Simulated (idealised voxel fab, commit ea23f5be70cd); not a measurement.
process module | voxel self aligned contacts
cross-section cut | 220 nm wide | cells 5 nm
A cross-section is a grid of square cells, given in bands from the top down. A band is one or more rows of cells.
Each band's line starts with the height of the band's top and of its bottom, in nm. Then come its materials from left to right, each with its width in nm. One material with "throughout" fills the band from edge to edge. "air" is empty space.
Height 0 is the level under which the wafer as received is all one material. The lowest band goes on downwards, as in "0 down".
A width such as "30 to 40" changes by the same amount from each row of cells to the next, from the band's top row to its bottom row.
"no change" after a step means that no cell of the cross-section changed.
closed voids: empty space of 8 cells or more with no open way to the top, each as width x height at its distance from the left edge, in nm
after a step's settings: what the simulator itself notes on the step
overlay nm, on a step with a mask: how far to the right of its planned place the mask lay; to the left if negative
plan
1 op RECEIVE | material Si
2 op CONFORMAL_DEP | material SiO2 | thk nm 5
3 op DIRECTIONAL_DEP | material polySi | thk nm 20
4 op DIRECTIONAL_DEP | material SiN | thk nm 15
5 op DIRECTIONAL_DEP | material aC | thk nm 15
6 op PATTERN | tone cover | mask id GATE | material resist | width nm 30 | pitch nm 65 | thk nm 35 | overlay nm 0
7 op DIRECTIONAL_ETCH | etch materials aC | depth nm 15
8 op STRIP | etch materials resist
9 op DIRECTIONAL_ETCH | etch materials SiN | depth nm 15
10 op DIRECTIONAL_ETCH | etch materials polySi | depth nm 20
11 op STRIP | etch materials aC
12 op CONFORMAL_DEP | material SiN | thk nm 5
13 op DIRECTIONAL_ETCH | etch materials SiN | depth nm 5
14 op FILL_DEP | material SiO2 | thk nm 15
15 op CMP | height nm 45
16 op MASKED_ETCH | tone open | mask id CONTACT | width nm 45 | etch materials SiO2 | depth nm 45 | overlay nm 0
17 op CONFORMAL_DEP | material TiN | thk nm 5
18 op FILL_DEP | material Ru | thk nm 10
19 op CMP | height nm 45
20 op CONFORMAL_DEP | material SiCN | thk nm 5
varied across the wafers: thk nm of step 17. The plan shows the first wafer's value. All wafers start alike
first wafer as received, after step 1
  0 down: Si throughout
  closed voids: none
first wafer at the end, after step 20
  50 to 45: SiCN throughout
  45 to 40: SiO2 85 | TiN 15 | Ru 15 | TiN 15 | SiO2 90
  40 to 25: SiO2 55 | SiN 40 | TiN 5 | Ru 15 | TiN 5 | SiN 40 | SiO2 60
  25 to 5: SiO2 55 | SiN 5 | polySi 30 | SiN 5 | TiN 5 | Ru 15 | TiN 5 | SiN 5 | polySi 30 | SiN 5 | SiO2 60
  5 to 0: SiO2 95 | TiN 25 | SiO2 100
  0 down: Si throughout
  closed voids: none
last wafer at the end
  50 to 45: SiCN throughout
  45 to 40: SiO2 85 | TiN 45 | SiO2 90
  40 to 25: SiO2 55 | SiN 40 | TiN 25 | SiN 40 | SiO2 60
  25 to 5: SiO2 55 | SiN 5 | polySi 30 | SiN 5 | TiN 25 | SiN 5 | polySi 30 | SiN 5 | SiO2 60
  5 to 0: SiO2 95 | TiN 25 | SiO2 100
  0 down: Si throughout
  closed voids: none
each wafer at the end: cells of each material gained (+) or lost (-) since it was received, then its closed voids
thk nm 5 | +24 Ru | +44 SiCN | +64 SiN | +235 SiO2 | +25 TiN | +48 polySi | closed voids: none
thk nm 10 | +7 Ru | +44 SiCN | +64 SiN | +235 SiO2 | +42 TiN | +48 polySi | closed voids: none
thk nm 15 | +44 SiCN | +64 SiN | +235 SiO2 | +49 TiN | +48 polySi | closed voids: none
thk nm 20 | +44 SiCN | +64 SiN | +235 SiO2 | +49 TiN | +48 polySi | closed voids: none
